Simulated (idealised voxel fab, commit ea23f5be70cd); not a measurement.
process module | voxel spacer lines
cross-section cut | 300 nm wide | cells 5 nm
A cross-section is a grid of square cells, given in bands from the top down. A band is one or more rows of cells.
Each band's line starts with the height of the band's top and of its bottom, in nm. Then come its materials from left to right, each with its width in nm. One material with "throughout" fills the band from edge to edge. "air" is empty space.
Height 0 is the level under which the wafer as received is all one material. The lowest band goes on downwards, as in "0 down".
A width such as "30 to 40" changes by the same amount from each row of cells to the next, from the band's top row to its bottom row.
"no change" after a step means that no cell of the cross-section changed.
closed voids: empty space of 8 cells or more with no open way to the top, each as width x height at its distance from the left edge, in nm
after a step's settings: what the simulator itself notes on the step
overlay nm, on a step with a mask: how far to the right of its planned place the mask lay; to the left if negative
plan
1 op RECEIVE | material Si
2 op CONFORMAL_DEP | material Al2O3 | thk nm 5
3 op DIRECTIONAL_DEP | material polySi | thk nm 10
4 op DIRECTIONAL_DEP | material aC | thk nm 25
5 op PATTERN | tone cover | mask id MANDREL | material resist | width nm 15 | pitch nm 60 | thk nm 30 | overlay nm 0
6 op DIRECTIONAL_ETCH | etch materials aC | depth nm 25
7 op STRIP | etch materials resist
8 op CONFORMAL_DEP | material SiN | thk nm 15
9 op DIRECTIONAL_ETCH | etch materials SiN | depth nm 15
10 op STRIP | etch materials aC
11 op DIRECTIONAL_ETCH | etch materials polySi | depth nm 10
12 op STRIP | etch materials SiN
13 op FILL_DEP | material lowk | thk nm 10
14 op CMP | height nm 15
as received, after step 1
  0 down: Si throughout
  closed voids: none
first wafer at the end, as planned
  15 to 5: lowk 95 | polySi 15 | lowk 15 | polySi 15 | lowk 15 | polySi 15 | lowk 15 | polySi 15 | lowk 100
  5 to 0: Al2O3 throughout
  0 down: Si throughout
  closed voids: none
second wafer at the end: like start, like plan, one mistake
  15 to 5: lowk 100 | polySi 15 | lowk 15 | polySi 15 | lowk 15 | polySi 15 | lowk 15 | polySi 15 | lowk 95
  5 to 0: Al2O3 throughout
  0 down: Si throughout
  closed voids: none
what went wrong: step 5 ran as: op PATTERN | tone cover | mask id MANDREL | material resist | width nm 15 | pitch nm 60 | thk nm 30 | overlay nm 5
at the end the second wafer has, in cells: as many of each material as the first, in other places
